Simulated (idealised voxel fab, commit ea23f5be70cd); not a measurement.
process module | voxel gate over fins
cross-section cut | 265 nm wide | cells 5 nm
A cross-section is a grid of square cells, given in bands from the top down. A band is one or more rows of cells.
Each band's line starts with the height of the band's top and of its bottom, in nm. Then come its materials from left to right, each with its width in nm. One material with "throughout" fills the band from edge to edge. "air" is empty space.
Height 0 is the level under which the wafer as received is all one material. The lowest band goes on downwards, as in "0 down".
A width such as "30 to 40" changes by the same amount from each row of cells to the next, from the band's top row to its bottom row.
"no change" after a step means that no cell of the cross-section changed.
closed voids: empty space of 8 cells or more with no open way to the top, each as width x height at its distance from the left edge, in nm
after a step's settings: what the simulator itself notes on the step
overlay nm, on a step with a mask: how far to the right of its planned place the mask lay; to the left if negative
plan
1 op RECEIVE | material Si
2 op CONFORMAL_DEP | material SiN | thk nm 10
3 op DIRECTIONAL_DEP | material aC | thk nm 10
4 op PATTERN | tone cover | mask id FINS | material resist | width nm 15 | pitch nm 50 | thk nm 25 | overlay nm 0
5 op DIRECTIONAL_ETCH | etch materials aC | depth nm 10
6 op STRIP | etch materials resist
7 op DIRECTIONAL_ETCH | etch materials SiN | depth nm 10
8 op DIRECTIONAL_ETCH | etch materials Si | depth nm 30
9 op STRIP | etch materials aC
10 op FILL_DEP | material SiO2 | thk nm 15
11 op CMP | height nm 10
12 op PATTERN | tone open | mask id RAIL | material resist | width nm 15 | thk nm 20 | overlay nm 0
13 op DIRECTIONAL_ETCH | etch materials SiO2 | depth nm 35
14 op STRIP | etch materials resist
15 op CONFORMAL_DEP | material TiN | thk nm 5
16 op FILL_DEP | material Ru | thk nm 5
17 op CMP | height nm 10
18 op SELECTIVE_ETCH | etch materials W Ru TiN | depth nm 25
19 op FILL_DEP | material SiO2 | thk nm 5
20 op CMP | height nm 10
21 op SELECTIVE_ETCH | etch materials SiO2 | depth nm 20
22 op STRIP | etch materials SiN
23 op CONFORMAL_DEP | material HfO2 | thk nm 5
24 op CONFORMAL_DEP | material TiN | thk nm 5
25 op CONFORMAL_DEP | material TiAl | thk nm 5
26 op CONFORMAL_DEP | material TiN | thk nm 5
27 op FILL_DEP | material W | thk nm 10
28 op CMP | height nm 25
29 op CONFORMAL_DEP | material SiN | thk nm 5
first wafer, as planned
as received, after step 1
  0 down: Si throughout
  closed voids: none
after step 2
  10 to 0: SiN throughout
  below 0: unchanged
after step 3
  20 to 10: aC throughout
  below 10: unchanged
after step 4
  45 to 20: air 75 | resist 15 | air 35 | resist 15 | air 35 | resist 15 | air 75
  below 20: unchanged
after step 5
  35 to 20: air 75 | resist 15 | air 35 | resist 15 | air 35 | resist 15 | air 75
  20 to 10: air 75 | aC 15 | air 35 | aC 15 | air 35 | aC 15 | air 75
  below 10: unchanged
after step 6
  20 to 10: air 75 | aC 15 | air 35 | aC 15 | air 35 | aC 15 | air 75
  below 10: unchanged
after step 7
  20 to 10: air 75 | aC 15 | air 35 | aC 15 | air 35 | aC 15 | air 75
  10 to 0: air 75 | SiN 15 | air 35 | SiN 15 | air 35 | SiN 15 | air 75
  below 0: unchanged
after step 8
  20 to 10: air 75 | aC 15 | air 35 | aC 15 | air 35 | aC 15 | air 75
  10 to 0: air 75 | SiN 15 | air 35 | SiN 15 | air 35 | SiN 15 | air 75
  0 to -30: air 75 | Si 15 | air 35 | Si 15 | air 35 | Si 15 | air 75
  below -30: unchanged
after step 9
  10 to 0: air 75 | SiN 15 | air 35 | SiN 15 | air 35 | SiN 15 | air 75
  below 0: unchanged
after step 10
  25 to 10: SiO2 throughout
  10 to 0: SiO2 75 | SiN 15 | SiO2 35 | SiN 15 | SiO2 35 | SiN 15 | SiO2 75
  0 to -30: SiO2 75 | Si 15 | SiO2 35 | Si 15 | SiO2 35 | Si 15 | SiO2 75
  below -30: unchanged
after step 11
  10 to 0: SiO2 75 | SiN 15 | SiO2 35 | SiN 15 | SiO2 35 | SiN 15 | SiO2 75
  below 0: unchanged
after step 12
  30 to 10: resist 100 | air 15 | resist 150
  below 10: unchanged
after step 13
  30 to 10: resist 100 | air 15 | resist 150
  10 to 0: SiO2 75 | SiN 15 | SiO2 10 | air 15 | SiO2 10 | SiN 15 | SiO2 35 | SiN 15 | SiO2 75
  0 to -25: SiO2 75 | Si 15 | SiO2 10 | air 15 | SiO2 10 | Si 15 | SiO2 35 | Si 15 | SiO2 75
  below -25: unchanged
after step 14
  10 to 0: SiO2 75 | SiN 15 | SiO2 10 | air 15 | SiO2 10 | SiN 15 | SiO2 35 | SiN 15 | SiO2 75
  below 0: unchanged
after step 15
  15 to 10: TiN 105 | air 5 | TiN 155
  10 to 0: SiO2 75 | SiN 15 | SiO2 10 | TiN 5 | air 5 | TiN 5 | SiO2 10 | SiN 15 | SiO2 35 | SiN 15 | SiO2 75
  0 to -20: SiO2 75 | Si 15 | SiO2 10 | TiN 5 | air 5 | TiN 5 | SiO2 10 | Si 15 | SiO2 35 | Si 15 | SiO2 75
  -20 to -25: SiO2 75 | Si 15 | SiO2 10 | TiN 15 | SiO2 10 | Si 15 | SiO2 35 | Si 15 | SiO2 75
  below -25: unchanged
after step 16
  20 to 15: Ru throughout
  15 to 10: TiN 105 | Ru 5 | TiN 155
  10 to 0: SiO2 75 | SiN 15 | SiO2 10 | TiN 5 | Ru 5 | TiN 5 | SiO2 10 | SiN 15 | SiO2 35 | SiN 15 | SiO2 75
  0 to -20: SiO2 75 | Si 15 | SiO2 10 | TiN 5 | Ru 5 | TiN 5 | SiO2 10 | Si 15 | SiO2 35 | Si 15 | SiO2 75
  below -20: unchanged
after step 17
  10 to 0: SiO2 75 | SiN 15 | SiO2 10 | TiN 5 | Ru 5 | TiN 5 | SiO2 10 | SiN 15 | SiO2 35 | SiN 15 | SiO2 75
  below 0: unchanged
after step 18
  10 to 0: SiO2 75 | SiN 15 | SiO2 10 | air 15 | SiO2 10 | SiN 15 | SiO2 35 | SiN 15 | SiO2 75
  0 to -15: SiO2 75 | Si 15 | SiO2 10 | air 15 | SiO2 10 | Si 15 | SiO2 35 | Si 15 | SiO2 75
  below -15: unchanged
after step 19
  15 to 10: SiO2 throughout
  10 to 0: SiO2 75 | SiN 15 | SiO2 35 | SiN 15 | SiO2 35 | SiN 15 | SiO2 75
  0 to -15: SiO2 75 | Si 15 | SiO2 35 | Si 15 | SiO2 35 | Si 15 | SiO2 75
  below -15: unchanged
after step 20
  10 to 0: SiO2 75 | SiN 15 | SiO2 35 | SiN 15 | SiO2 35 | SiN 15 | SiO2 75
  below 0: unchanged
after step 21
  10 to 0: air 75 | SiN 15 | air 35 | SiN 15 | air 35 | SiN 15 | air 75
  0 to -10: air 75 | Si 15 | air 35 | Si 15 | air 35 | Si 15 | air 75
  below -10: unchanged
after step 22
  0 to -10: air 75 | Si 15 | air 35 | Si 15 | air 35 | Si 15 | air 75
  below -10: unchanged
after step 23
  5 to 0: air 70 | HfO2 25 | air 25 | HfO2 25 | air 25 | HfO2 25 | air 70
  0 to -5: air 70 | HfO2 5 | Si 15 | HfO2 5 | air 25 | HfO2 5 | Si 15 | HfO2 5 | air 25 | HfO2 5 | Si 15 | HfO2 5 | air 70
  -5 to -10: HfO2 75 | Si 15 | HfO2 35 | Si 15 | HfO2 35 | Si 15 | HfO2 75
  below -10: unchanged
after step 24
  10 to 5: air 65 | TiN 35 | air 15 | TiN 35 | air 15 | TiN 35 | air 65
  5 to 0: air 65 | TiN 5 | HfO2 25 | TiN 5 | air 15 | TiN 5 | HfO2 25 | TiN 5 | air 15 | TiN 5 | HfO2 25 | TiN 5 | air 65
  0 to -5: TiN 70 | HfO2 5 | Si 15 | HfO2 5 | TiN 25 | HfO2 5 | Si 15 | HfO2 5 | TiN 25 | HfO2 5 | Si 15 | HfO2 5 | TiN 70
  below -5: unchanged
after step 25
  15 to 10: air 60 | TiAl 45 | air 5 | TiAl 45 | air 5 | TiAl 45 | air 60
  10 to 5: air 60 | TiAl 5 | TiN 35 | TiAl 5 | air 5 | TiAl 5 | TiN 35 | TiAl 5 | air 5 | TiAl 5 | TiN 35 | TiAl 5 | air 60
  5 to 0: TiAl 65 | TiN 5 | HfO2 25 | TiN 5 | TiAl 15 | TiN 5 | HfO2 25 | TiN 5 | TiAl 15 | TiN 5 | HfO2 25 | TiN 5 | TiAl 65
  below 0: unchanged
after step 26
  20 to 15: air 55 | TiN 155 | air 55
  15 to 10: air 55 | TiN 5 | TiAl 45 | TiN 5 | TiAl 45 | TiN 5 | TiAl 45 | TiN 5 | air 55
  10 to 5: TiN 60 | TiAl 5 | TiN 35 | TiAl 5 | TiN 5 | TiAl 5 | TiN 35 | TiAl 5 | TiN 5 | TiAl 5 | TiN 35 | TiAl 5 | TiN 60
  below 5: unchanged
after step 27
  30 to 20: W throughout
  20 to 15: W 55 | TiN 155 | W 55
  15 to 10: W 55 | TiN 5 | TiAl 45 | TiN 5 | TiAl 45 | TiN 5 | TiAl 45 | TiN 5 | W 55
  below 10: unchanged
after step 28
  25 to 20: W throughout
  below 20: unchanged
after step 29
  30 to 25: SiN throughout
  below 25: unchanged
second wafer: like start, like plan, one mistake. Through step 23 it matches the first wafer
when step 24 should have ended: no change
when step 25 should have ended
  10 to 5: air 65 | TiAl 35 | air 15 | TiAl 35 | air 15 | TiAl 35 | air 65
  5 to 0: air 65 | TiAl 5 | HfO2 25 | TiAl 5 | air 15 | TiAl 5 | HfO2 25 | TiAl 5 | air 15 | TiAl 5 | HfO2 25 | TiAl 5 | air 65
  0 to -5: TiAl 70 | HfO2 5 | Si 15 | HfO2 5 | TiAl 25 | HfO2 5 | Si 15 | HfO2 5 | TiAl 25 | HfO2 5 | Si 15 | HfO2 5 | TiAl 70
  below -5: unchanged
when step 26 should have ended
  15 to 10: air 60 | TiN 45 | air 5 | TiN 45 | air 5 | TiN 45 | air 60
  10 to 5: air 60 | TiN 5 | TiAl 35 | TiN 5 | air 5 | TiN 5 | TiAl 35 | TiN 5 | air 5 | TiN 5 | TiAl 35 | TiN 5 | air 60
  5 to 0: TiN 65 | TiAl 5 | HfO2 25 | TiAl 5 | TiN 15 | TiAl 5 | HfO2 25 | TiAl 5 | TiN 15 | TiAl 5 | HfO2 25 | TiAl 5 | TiN 65
  below 0: unchanged
when step 27 should have ended
  25 to 15: W throughout
  15 to 10: W 60 | TiN 45 | W 5 | TiN 45 | W 5 | TiN 45 | W 60
  10 to 5: W 60 | TiN 5 | TiAl 35 | TiN 5 | W 5 | TiN 5 | TiAl 35 | TiN 5 | W 5 | TiN 5 | TiAl 35 | TiN 5 | W 60
  below 5: unchanged
when step 28 should have ended: no change
when step 29 should have ended
  30 to 25: SiN throughout
  below 25: unchanged
what went wrong: step 24 was left out
at the end the second wafer has, in cells: 61 fewer of TiN | 61 more of W
